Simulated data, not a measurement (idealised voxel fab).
Process module in this document: voxel trench capacitor
Cross-sectional view cut (width: 265 nm; square cell size: 5 nm).
A cross-section is a grid of square cells, given in bands from the top down. A band is one or more rows of cells. Basically the band line says how high the top is and how high the bottom is, in nm, and then what's in it from left to right, every material with its width in nm. Empty space shows up as "air", and if a single material carries "edge to edge" it runs the full band edge to edge. Height 0 is the level under which the wafer as received is all one material. The lowest band goes on downwards, as in "top 0, no bottom". Width: "30 to 40" (first number = top row, second number = bottom row, same change from row to row of cells). "no change occurred", as given for a step, is the statement that not any cell of the cross-section underwent a change during that step. The entry titled "Closed-off voids" provides the empty spaces that have no open way to the top, restricted to those of 8 cells or more. Each is presented as width x height at distance, the distance being measured from the left edge, with all three in nm. Post-settings text on a step line: simulator's own remark regarding the step. overlay nm: on a step with a mask, how far right of its planned place the mask lay; negative means left.
[Here's what the planned process steps look like]
1) op RECEIVE | material Si
2) op CONFORMAL_DEP | material SiN | thk nm 10
3) op DIRECTIONAL_DEP | material aC | thk nm 15
4) op PATTERN | tone open | mask id TRENCH | material resist | width nm 20 | pitch nm 45 | thk nm 35 | overlay nm -15
5) op DIRECTIONAL_ETCH | etch materials aC | depth nm 15
6) op STRIP | etch materials resist
7) op DIRECTIONAL_ETCH | etch materials SiN | depth nm 10
8) op DIRECTIONAL_ETCH | etch materials Si | depth nm 40
9) op STRIP | etch materials aC
10) op CONFORMAL_DEP | material Al2O3 | thk nm 5
11) op FILL_DEP | material polySi | thk nm 5
12) op CMP | height nm 10
Every wafer here starts from the same state; it is the step 4 overlay nm that distinguishes them, and the value the plan gives belongs to the first wafer.
[So this is the first of several wafers, cross-sectioned as it came to us, meaning it's at the end of step 1]
    top 0, no bottom | Si edge to edge
    Closed-off voids: none
[Where each wafer stands at the end of the module, a row apiece: cells of each material gained (+) or lost (-) since it was received, then closed voids]
overlay nm -15 | +66 Al2O3 | -96 Si | +82 SiN | +54 polySi | Closed-off voids: none
overlay nm -10 | +66 Al2O3 | -96 Si | +82 SiN | +54 polySi | Closed-off voids: none
overlay nm -5 | +66 Al2O3 | -96 Si | +82 SiN | +54 polySi | Closed-off voids: none
overlay nm 0 | +66 Al2O3 | -96 Si | +82 SiN | +54 polySi | Closed-off voids: none
overlay nm 5 | +66 Al2O3 | -96 Si | +82 SiN | +54 polySi | Closed-off voids: none
overlay nm 10 | +66 Al2O3 | -96 Si | +82 SiN | +54 polySi | Closed-off voids: none
overlay nm 15 | +66 Al2O3 | -96 Si | +82 SiN | +54 polySi | Closed-off voids: none
